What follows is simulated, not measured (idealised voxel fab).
process module | voxel trench capacitor
For reference, the cross-section in this document is cut, with width 285 nm and square cells of 5 nm.
This document writes a cross-section as a grid whose cells are square, and gives it as bands, listed from the top down; one or more rows of cells form a band.
First you get the band's top height and its bottom height, in nm, and then the materials it's made of, left to right, with each width in nm. If you see a single material with "all across", that one covers the band edge to edge. "empty" is empty space.
Heads up on the height convention: 0 is the point under which the incoming wafer is all one material, and the lowest band has no bottom, it just keeps going down, like "0 down".
Quick explanation for "30..40": the width changes in equal steps down the rows of cells, from the first number in the band's top row to the second number in its bottom row.
"changes: none" for a step: no cell of the cross-section changed in that step.
Look at "Cavities, closed" for the closed voids: empty spaces with no open path to the top, sized 8 cells or up. Each is width x height at distance, distance from the left edge, all nm.
Formally, on a step line, whatever follows the settings is a remark that the simulator itself makes on the step.
overlay nm: mask offset rightward from planned place, masked step; negative means leftward offset.

**Set out below are the planned steps of the process**
1: op RECEIVE | material Si
2: op CONFORMAL_DEP | material SiN | thk nm 5
3: op MASKED_ETCH | tone open | mask id TRENCH | width nm 20 | pitch nm 45 | etch materials SiN | depth nm 5 | overlay nm 0
4: op MASKED_ETCH | tone open | mask id TRENCH | width nm 20 | pitch nm 45 | etch materials Si | depth nm 25 | overlay nm 0
5: op CONFORMAL_DEP | material SiO2 | thk nm 5
6: op FILL_DEP | material polySi | thk nm 5
7: op CMP | height nm 5

**The cross-section here shows the wafer as received, i.e. in its state after step 1**
  0 down = Si all across
  Cavities, closed: none

**Module complete, cross-section. Starting point and plan per above. One mistake made in running the module**
  5 to 0 = 75 SiN | 20 SiO2 | 25 SiN | 20 SiO2 | 25 SiN | 20 SiO2 | 100 SiN
  0 to -25 = 85 Si | 10 SiO2 | 35 Si | 10 SiO2 | 35 Si | 10 SiO2 | 100 Si
  -25 down = Si all across
  Cavities, closed: none
Diagnosis: step 3 ran as: op MASKED_ETCH | tone open | mask id TRENCH | width nm 20 | pitch nm 45 | etch materials SiN | depth nm 5 | overlay nm -10
